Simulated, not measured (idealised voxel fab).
The document below concerns the process module designated voxel released beams.
Displayed cross-section: cut, width of 140 nm, square cells sized 5 nm.
Throughout this document, each cross-section is represented as a grid of square cells and is presented as a sequence of bands enumerated from the top downward, where a band comprises one or more rows of cells. Band: top and bottom heights (nm) first, top before bottom; then materials from left to right, widths in nm. "full width" marks a sole material filling the band edge to edge. "air" denotes empty space. Convention: height 0 is the level below which the wafer, as received, is all one material. The lowest band does not terminate at the bottom but continues downward, represented as "0..down". Note: "30 to 40" means the width goes from the first number (top row of the band) to the second number (bottom row) in equal steps per row of cells. Basically "no alteration" means that step didn't change any cell in the cross-section. The entry titled "Unvented cavities" provides the empty spaces that have no open way to the top, restricted to those of 8 cells or more. Each is presented as width x height at distance, the distance being measured from the left edge, with all three in nm. Note: text after step settings on the step line = simulator remark on that step. overlay nm, on a step with a mask: how far to the right of its planned place the mask lay; to the left if negative.

**Here's what the planned process steps look like**
1. RECEIVE,material Si
2. CONFORMAL_DEP,material Al2O3,thk nm 10
3. DIRECTIONAL_DEP,material SiO2,thk nm 20
4. DIRECTIONAL_DEP,material aC,thk nm 10
5. PATTERN,tone open,mask id ANCHOR,material resist,width nm 35,thk nm 25,overlay nm 0
6. DIRECTIONAL_ETCH,etch materials aC,depth nm 10
7. STRIP,etch materials resist
8. DIRECTIONAL_ETCH,etch materials SiO2,depth nm 20
9. STRIP,etch materials aC
10. CONFORMAL_DEP,material W,thk nm 15
11. MASKED_ETCH,tone cover,mask id BEAM,width nm 105,etch materials W,depth nm 15,overlay nm 0
12. STRIP,etch materials SiO2

**Incoming wafer, cross-sectional view, post step 1**
0..down  Si full width
Unvented cavities: none

**End-of-module XS, first of two wafers, run as planned**
45..30  15 of air  20 of W  5 of air  80 of W  20 of air
30..25  20 of air  15 of W  5 of air  15 of W  85 of air
25..10  20 of air  35 of W  85 of air
10..0  Al2O3 full width
0..down  Si full width
Unvented cavities: none

**Wafer two (of two), end-of-module cross-section: start = wafer one, plan = wafer one, one run mistake**
45..30  15 of air  105 of W  20 of air
30..10  25 of air  30 of W  85 of air
10..0  Al2O3 full width
0..down  Si full width
Unvented cavities: none
Deviation from plan: step 5 ran as: PATTERN,tone open,mask id ANCHOR,material resist,width nm 30,thk nm 25,overlay nm 0
Both wafers, final: cells per material equal; arrangement not.
